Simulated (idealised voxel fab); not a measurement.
This is a process module. Its name is voxel wiring stack.
This is section cut - it's 290 nm across, gridded in 5 nm square cells.
Bands, listed from the top down, are how a cross-section gets written in this document; the cross-section itself is a grid of square cells, and a band is one or more rows of them.
Heads up on the band format: heights come first, top then bottom, in nm. After that it's the materials left to right, each with its width in nm. A single material flagged "full width" fills the whole band edge to edge, and "empty" means there's empty space there.
All heights in this document are referenced to 0, defined as the level beneath which the wafer, as received, consists entirely of one material. The lowest band is not bounded below; it extends indefinitely downward and is written in the form "z 0 and below".
Note: "30..40" means the width goes from the first number (top row of the band) to the second number (bottom row) in equal steps per row of cells.
A step reported as "no modification" is a step in which no cell of the cross-section changed.
Look at "Entrapped void list" for the closed voids: empty spaces with no open path to the top, sized 8 cells or up. Each is width x height at distance, distance from the left edge, all nm.
That trailing text on a step's line, after the settings, is the simulator's own remark on the step.
overlay nm: on a step with a mask, how far right of its planned place the mask lay; negative means left.

The planned process steps are enumerated hereunder:
1) RECEIVE (material Si)
2) CONFORMAL_DEP (material SiO2; thk nm 10)
3) CONFORMAL_DEP (material SiCN; thk nm 5)
4) DIRECTIONAL_DEP (material SiO2; thk nm 25)
5) MASKED_ETCH (tone open; mask id METAL_1; width nm 20; pitch nm 45; etch materials SiO2; depth nm 25; overlay nm 0)
6) MASKED_ETCH (tone open; mask id METAL_1; width nm 20; pitch nm 45; etch materials SiCN; depth nm 5; overlay nm 0)
7) CONFORMAL_DEP (material TiN; thk nm 5)
8) FILL_DEP (material Cu; thk nm 5)
9) CMP (height nm 40)
10) CONFORMAL_DEP (material SiCN; thk nm 5)
11) DIRECTIONAL_DEP (material SiO2; thk nm 30)
12) MASKED_ETCH (tone open; mask id METAL_2; width nm 20; pitch nm 45; etch materials SiO2; depth nm 15; overlay nm 0)
13) PATTERN (tone open; mask id METAL_2_HOLES; material resist; width nm 15; thk nm 15; overlay nm 0)
14) DIRECTIONAL_ETCH (etch materials SiO2; depth nm 15)
15) DIRECTIONAL_ETCH (etch materials SiCN; depth nm 5)
16) STRIP (etch materials resist)
17) CONFORMAL_DEP (material TiN; thk nm 5)
18) FILL_DEP (material Cu; thk nm 5)
19) CMP (height nm 75)
20) CONFORMAL_DEP (material SiCN; thk nm 5)
21) DIRECTIONAL_DEP (material lowk; thk nm 30)
22) PATTERN (tone open; mask id METAL_3_HOLES; material resist; width nm 15; pitch nm 45; thk nm 20; overlay nm 0)
23) DIRECTIONAL_ETCH (etch materials lowk; depth nm 30)
24) STRIP (etch materials resist)
25) MASKED_ETCH (tone open; mask id METAL_3; width nm 20; pitch nm 45; etch materials lowk; depth nm 15; overlay nm 0)
26) MASKED_ETCH (tone open; mask id METAL_3; width nm 20; pitch nm 45; etch materials SiCN; depth nm 5; overlay nm 0)
27) CONFORMAL_DEP (material TiN; thk nm 5)
28) FILL_DEP (material Ru; thk nm 5)
29) CMP (height nm 110)
30) CONFORMAL_DEP (material SiCN; thk nm 5)
31) DIRECTIONAL_DEP (material lowk; thk nm 35)
32) DIRECTIONAL_DEP (material aC; thk nm 10)
33) PATTERN (tone open; mask id METAL_4_HOLES; material resist; width nm 15; thk nm 25; overlay nm 0)
34) DIRECTIONAL_ETCH (etch materials aC; depth nm 10)
35) STRIP (etch materials resist)
36) DIRECTIONAL_ETCH (etch materials lowk; depth nm 35)
37) STRIP (etch materials aC)
38) PATTERN (tone open; mask id METAL_4; material resist; width nm 20; pitch nm 45; thk nm 15; overlay nm 0)
39) DIRECTIONAL_ETCH (etch materials lowk; depth nm 20)
40) DIRECTIONAL_ETCH (etch materials SiCN; depth nm 5)
41) STRIP (etch materials resist)
42) CONFORMAL_DEP (material TiN; thk nm 5)
43) FILL_DEP (material Cu; thk nm 10)
44) CMP (height nm 150)
45) CONFORMAL_DEP (material SiN; thk nm 5)

The first wafer of two, processed as planned:

As received (post step 1): cross-section:
> z 0 and below = Si full width
> Entrapped void list: none

The wafer in cross-section once step 2 is complete:
> z 10 to 0 = SiO2 full width
> Heights below 0 show no change.

The wafer in cross-section once step 3 is complete:
> z 15 to 10 = SiCN full width
> Heights below 10 show no change.

The wafer in cross-section once step 4 is complete:
> z 40 to 15 = SiO2 full width
> Heights below 15 show no change.

The wafer in cross-section once step 5 is complete:
> z 40 to 15 = 110 of SiO2, 20 of empty, 25 of SiO2, 20 of empty, 115 of SiO2
> Heights below 15 show no change.

The wafer in cross-section once step 6 is complete:
> z 40 to 15 = 110 of SiO2, 20 of empty, 25 of SiO2, 20 of empty, 115 of SiO2
> z 15 to 10 = 110 of SiCN, 20 of empty, 25 of SiCN, 20 of empty, 115 of SiCN
> Heights below 10 show no change.

The wafer in cross-section once step 7 is complete:
> z 45 to 40 = 115 of TiN, 10 of empty, 35 of TiN, 10 of empty, 120 of TiN
> z 40 to 15 = 110 of SiO2, 5 of TiN, 10 of empty, 5 of TiN, 25 of SiO2, 5 of TiN, 10 of empty, 5 of TiN, 115 of SiO2
> z 15 to 10 = 110 of SiCN, 20 of TiN, 25 of SiCN, 20 of TiN, 115 of SiCN
> Heights below 10 show no change.

The wafer in cross-section once step 8 is complete:
> z 50 to 45 = Cu full width
> z 45 to 40 = 115 of TiN, 10 of Cu, 35 of TiN, 10 of Cu, 120 of TiN
> z 40 to 15 = 110 of SiO2, 5 of TiN, 10 of Cu, 5 of TiN, 25 of SiO2, 5 of TiN, 10 of Cu, 5 of TiN, 115 of SiO2
> Heights below 15 show no change.

The wafer in cross-section once step 9 is complete:
> z 40 to 15 = 110 of SiO2, 5 of TiN, 10 of Cu, 5 of TiN, 25 of SiO2, 5 of TiN, 10 of Cu, 5 of TiN, 115 of SiO2
> Heights below 15 show no change.

The wafer in cross-section once step 10 is complete:
> z 45 to 40 = SiCN full width
> Heights below 40 show no change.

The wafer in cross-section once step 11 is complete:
> z 75 to 45 = SiO2 full width
> Heights below 45 show no change.

The wafer in cross-section once step 12 is complete:
> z 75 to 60 = 110 of SiO2, 20 of empty, 25 of SiO2, 20 of empty, 115 of SiO2
> Heights below 60 show no change.

The wafer in cross-section once step 13 is complete:
> z 90 to 75 = 110 of resist, 15 of empty, 165 of resist
> z 75 to 60 = 110 of SiO2, 15 of empty, 5 of resist, 25 of SiO2, 20 of resist, 115 of SiO2
> Heights below 60 show no change.

The wafer in cross-section once step 14 is complete:
> z 90 to 75 = 110 of resist, 15 of empty, 165 of resist
> z 75 to 60 = 110 of SiO2, 15 of empty, 5 of resist, 25 of SiO2, 20 of resist, 115 of SiO2
> z 60 to 45 = 110 of SiO2, 15 of empty, 165 of SiO2
> Heights below 45 show no change.

The wafer in cross-section once step 15 is complete:
> z 90 to 75 = 110 of resist, 15 of empty, 165 of resist
> z 75 to 60 = 110 of SiO2, 15 of empty, 5 of resist, 25 of SiO2, 20 of resist, 115 of SiO2
> z 60 to 45 = 110 of SiO2, 15 of empty, 165 of SiO2
> z 45 to 40 = 110 of SiCN, 15 of empty, 165 of SiCN
> Heights below 40 show no change.

The wafer in cross-section once step 16 is complete:
> z 75 to 60 = 110 of SiO2, 20 of empty, 25 of SiO2, 20 of empty, 115 of SiO2
> Heights below 60 show no change.

The wafer in cross-section once step 17 is complete:
> z 80 to 75 = 115 of TiN, 10 of empty, 35 of TiN, 10 of empty, 120 of TiN
> z 75 to 65 = 110 of SiO2, 5 of TiN, 10 of empty, 5 of TiN, 25 of SiO2, 5 of TiN, 10 of empty, 5 of TiN, 115 of SiO2
> z 65 to 60 = 110 of SiO2, 5 of TiN, 5 of empty, 10 of TiN, 25 of SiO2, 20 of TiN, 115 of SiO2
> z 60 to 45 = 110 of SiO2, 5 of TiN, 5 of empty, 5 of TiN, 165 of SiO2
> z 45 to 40 = 110 of SiCN, 15 of TiN, 165 of SiCN
> Heights below 40 show no change.

The wafer in cross-section once step 18 is complete:
> z 85 to 80 = Cu full width
> z 80 to 75 = 115 of TiN, 10 of Cu, 35 of TiN, 10 of Cu, 120 of TiN
> z 75 to 65 = 110 of SiO2, 5 of TiN, 10 of Cu, 5 of TiN, 25 of SiO2, 5 of TiN, 10 of Cu, 5 of TiN, 115 of SiO2
> z 65 to 60 = 110 of SiO2, 5 of TiN, 5 of Cu, 10 of TiN, 25 of SiO2, 20 of TiN, 115 of SiO2
> z 60 to 45 = 110 of SiO2, 5 of TiN, 5 of Cu, 5 of TiN, 165 of SiO2
> Heights below 45 show no change.

The wafer in cross-section once step 19 is complete:
> z 75 to 65 = 110 of SiO2, 5 of TiN, 10 of Cu, 5 of TiN, 25 of SiO2, 5 of TiN, 10 of Cu, 5 of TiN, 115 of SiO2
> Heights below 65 show no change.

The wafer in cross-section once step 20 is complete:
> z 80 to 75 = SiCN full width
> Heights below 75 show no change.

The wafer in cross-section once step 21 is complete:
> z 110 to 80 = lowk full width
> Heights below 80 show no change.

The wafer in cross-section once step 22 is complete:
> z 130 to 110 = 110 of resist, 15 of empty, 30 of resist, 15 of empty, 120 of resist
> Heights below 110 show no change.

The wafer in cross-section once step 23 is complete:
> z 130 to 110 = 110 of resist, 15 of empty, 30 of resist, 15 of empty, 120 of resist
> z 110 to 80 = 110 of lowk, 15 of empty, 30 of lowk, 15 of empty, 120 of lowk
> Heights below 80 show no change.

The wafer in cross-section once step 24 is complete:
> z 110 to 80 = 110 of lowk, 15 of empty, 30 of lowk, 15 of empty, 120 of lowk
> Heights below 80 show no change.

The wafer in cross-section once step 25 is complete:
> z 110 to 95 = 110 of lowk, 20 of empty, 25 of lowk, 20 of empty, 115 of lowk
> Heights below 95 show no change.

The wafer in cross-section once step 26 is complete:
> z 110 to 95 = 110 of lowk, 20 of empty, 25 of lowk, 20 of empty, 115 of lowk
> z 95 to 80 = 110 of lowk, 15 of empty, 30 of lowk, 15 of empty, 120 of lowk
> z 80 to 75 = 110 of SiCN, 15 of empty, 30 of SiCN, 15 of empty, 120 of SiCN
> Heights below 75 show no change.

The wafer in cross-section once step 27 is complete:
> z 115 to 110 = 115 of TiN, 10 of empty, 35 of TiN, 10 of empty, 120 of TiN
> z 110 to 100 = 110 of lowk, 5 of TiN, 10 of empty, 5 of TiN, 25 of lowk, 5 of TiN, 10 of empty, 5 of TiN, 115 of lowk
> z 100 to 95 = 110 of lowk, 5 of TiN, 5 of empty, 10 of TiN, 25 of lowk, 5 of TiN, 5 of empty, 10 of TiN, 115 of lowk
> z 95 to 80 = 110 of lowk, 5 of TiN, 5 of empty, 5 of TiN, 30 of lowk, 5 of TiN, 5 of empty, 5 of TiN, 120 of lowk
> z 80 to 75 = 110 of SiCN, 15 of TiN, 30 of SiCN, 15 of TiN, 120 of SiCN
> Heights below 75 show no change.

The wafer in cross-section once step 28 is complete:
> z 120 to 115 = Ru full width
> z 115 to 110 = 115 of TiN, 10 of Ru, 35 of TiN, 10 of Ru, 120 of TiN
> z 110 to 100 = 110 of lowk, 5 of TiN, 10 of Ru, 5 of TiN, 25 of lowk, 5 of TiN, 10 of Ru, 5 of TiN, 115 of lowk
> z 100 to 95 = 110 of lowk, 5 of TiN, 5 of Ru, 10 of TiN, 25 of lowk, 5 of TiN, 5 of Ru, 10 of TiN, 115 of lowk
> z 95 to 80 = 110 of lowk, 5 of TiN, 5 of Ru, 5 of TiN, 30 of lowk, 5 of TiN, 5 of Ru, 5 of TiN, 120 of lowk
> Heights below 80 show no change.

The wafer in cross-section once step 29 is complete:
> z 110 to 100 = 110 of lowk, 5 of TiN, 10 of Ru, 5 of TiN, 25 of lowk, 5 of TiN, 10 of Ru, 5 of TiN, 115 of lowk
> Heights below 100 show no change.

The wafer in cross-section once step 30 is complete:
> z 115 to 110 = SiCN full width
> Heights below 110 show no change.

The wafer in cross-section once step 31 is complete:
> z 150 to 115 = lowk full width
> Heights below 115 show no change.

The wafer in cross-section once step 32 is complete:
> z 160 to 150 = aC full width
> Heights below 150 show no change.

The wafer in cross-section once step 33 is complete:
> z 185 to 160 = 110 of resist, 15 of empty, 165 of resist
> Heights below 160 show no change.

The wafer in cross-section once step 34 is complete:
> z 175 to 160 = 110 of resist, 15 of empty, 165 of resist
> z 160 to 150 = 110 of aC, 15 of empty, 165 of aC
> Heights below 150 show no change.

The wafer in cross-section once step 35 is complete:
> z 160 to 150 = 110 of aC, 15 of empty, 165 of aC
> Heights below 150 show no change.

The wafer in cross-section once step 36 is complete:
> z 160 to 150 = 110 of aC, 15 of empty, 165 of aC
> z 150 to 115 = 110 of lowk, 15 of empty, 165 of lowk
> Heights below 115 show no change.

The wafer in cross-section once step 37 is complete:
> z 150 to 115 = 110 of lowk, 15 of empty, 165 of lowk
> Heights below 115 show no change.

The wafer in cross-section once step 38 is complete:
> z 165 to 150 = 110 of resist, 20 of empty, 25 of resist, 20 of empty, 115 of resist
> Heights below 150 show no change.

The wafer in cross-section once step 39 is complete:
> z 165 to 150 = 110 of resist, 20 of empty, 25 of resist, 20 of empty, 115 of resist
> z 150 to 130 = 110 of lowk, 20 of empty, 25 of lowk, 20 of empty, 115 of lowk
> Heights below 130 show no change.

The wafer in cross-section once step 40 is complete:
> z 165 to 150 = 110 of resist, 20 of empty, 25 of resist, 20 of empty, 115 of resist
> z 150 to 130 = 110 of lowk, 20 of empty, 25 of lowk, 20 of empty, 115 of lowk
> z 130 to 115 = 110 of lowk, 15 of empty, 165 of lowk
> z 115 to 110 = 110 of SiCN, 15 of empty, 165 of SiCN
> Heights below 110 show no change.

The wafer in cross-section once step 41 is complete:
> z 150 to 130 = 110 of lowk, 20 of empty, 25 of lowk, 20 of empty, 115 of lowk
> Heights below 130 show no change.

The wafer in cross-section once step 42 is complete:
> z 155 to 150 = 115 of TiN, 10 of empty, 35 of TiN, 10 of empty, 120 of TiN
> z 150 to 135 = 110 of lowk, 5 of TiN, 10 of empty, 5 of TiN, 25 of lowk, 5 of TiN, 10 of empty, 5 of TiN, 115 of lowk
> z 135 to 130 = 110 of lowk, 5 of TiN, 5 of empty, 10 of TiN, 25 of lowk, 20 of TiN, 115 of lowk
> z 130 to 115 = 110 of lowk, 5 of TiN, 5 of empty, 5 of TiN, 165 of lowk
> z 115 to 110 = 110 of SiCN, 15 of TiN, 165 of SiCN
> Heights below 110 show no change.

The wafer in cross-section once step 43 is complete:
> z 165 to 155 = Cu full width
> z 155 to 150 = 115 of TiN, 10 of Cu, 35 of TiN, 10 of Cu, 120 of TiN
> z 150 to 135 = 110 of lowk, 5 of TiN, 10 of Cu, 5 of TiN, 25 of lowk, 5 of TiN, 10 of Cu, 5 of TiN, 115 of lowk
> z 135 to 130 = 110 of lowk, 5 of TiN, 5 of Cu, 10 of TiN, 25 of lowk, 20 of TiN, 115 of lowk
> z 130 to 115 = 110 of lowk, 5 of TiN, 5 of Cu, 5 of TiN, 165 of lowk
> Heights below 115 show no change.

The wafer in cross-section once step 44 is complete:
> z 150 to 135 = 110 of lowk, 5 of TiN, 10 of Cu, 5 of TiN, 25 of lowk, 5 of TiN, 10 of Cu, 5 of TiN, 115 of lowk
> Heights below 135 show no change.

The wafer in cross-section once step 45 is complete:
> z 155 to 150 = SiN full width
> Heights below 150 show no change.

Second wafer - shared start and plan with the first - one error in running - same as the first up to step 38 inclusive:

What the second wafer looks like in cross-section when step 39 should have wrapped up:
> z 165 to 150 = 110 of resist, 20 of empty, 25 of resist, 20 of empty, 115 of resist
> z 150 to 120 = 110 of lowk, 20 of empty, 25 of lowk, 20 of empty, 115 of lowk
> Heights below 120 show no change.

What the second wafer looks like in cross-section when step 40 should have wrapped up:
> z 165 to 150 = 110 of resist, 20 of empty, 25 of resist, 20 of empty, 115 of resist
> z 150 to 120 = 110 of lowk, 20 of empty, 25 of lowk, 20 of empty, 115 of lowk
> z 120 to 115 = 110 of lowk, 15 of empty, 165 of lowk
> z 115 to 110 = 110 of SiCN, 15 of empty, 165 of SiCN
> Heights below 110 show no change.

What the second wafer looks like in cross-section when step 41 should have wrapped up:
> z 150 to 120 = 110 of lowk, 20 of empty, 25 of lowk, 20 of empty, 115 of lowk
> Heights below 120 show no change.

What the second wafer looks like in cross-section when step 42 should have wrapped up:
> z 155 to 150 = 115 of TiN, 10 of empty, 35 of TiN, 10 of empty, 120 of TiN
> z 150 to 125 = 110 of lowk, 5 of TiN, 10 of empty, 5 of TiN, 25 of lowk, 5 of TiN, 10 of empty, 5 of TiN, 115 of lowk
> z 125 to 120 = 110 of lowk, 5 of TiN, 5 of empty, 10 of TiN, 25 of lowk, 20 of TiN, 115 of lowk
> z 120 to 115 = 110 of lowk, 5 of TiN, 5 of empty, 5 of TiN, 165 of lowk
> z 115 to 110 = 110 of SiCN, 15 of TiN, 165 of SiCN
> Heights below 110 show no change.

What the second wafer looks like in cross-section when step 43 should have wrapped up:
> z 165 to 155 = Cu full width
> z 155 to 150 = 115 of TiN, 10 of Cu, 35 of TiN, 10 of Cu, 120 of TiN
> z 150 to 125 = 110 of lowk, 5 of TiN, 10 of Cu, 5 of TiN, 25 of lowk, 5 of TiN, 10 of Cu, 5 of TiN, 115 of lowk
> z 125 to 120 = 110 of lowk, 5 of TiN, 5 of Cu, 10 of TiN, 25 of lowk, 20 of TiN, 115 of lowk
> z 120 to 115 = 110 of lowk, 5 of TiN, 5 of Cu, 5 of TiN, 165 of lowk
> Heights below 115 show no change.

What the second wafer looks like in cross-section when step 44 should have wrapped up:
> z 150 to 125 = 110 of lowk, 5 of TiN, 10 of Cu, 5 of TiN, 25 of lowk, 5 of TiN, 10 of Cu, 5 of TiN, 115 of lowk
> Heights below 125 show no change.

What the second wafer looks like in cross-section when step 45 should have wrapped up:
> z 155 to 150 = SiN full width
> Heights below 150 show no change.
Against the plan, the run slipped here: step 39 ran with different settings than intended, the actual operation and settings being DIRECTIONAL_ETCH (etch materials lowk; depth nm 30)
Materials where the second wafer ends with more or fewer cells than the first: 6 more of Cu, 4 more of TiN, 10 fewer of lowk
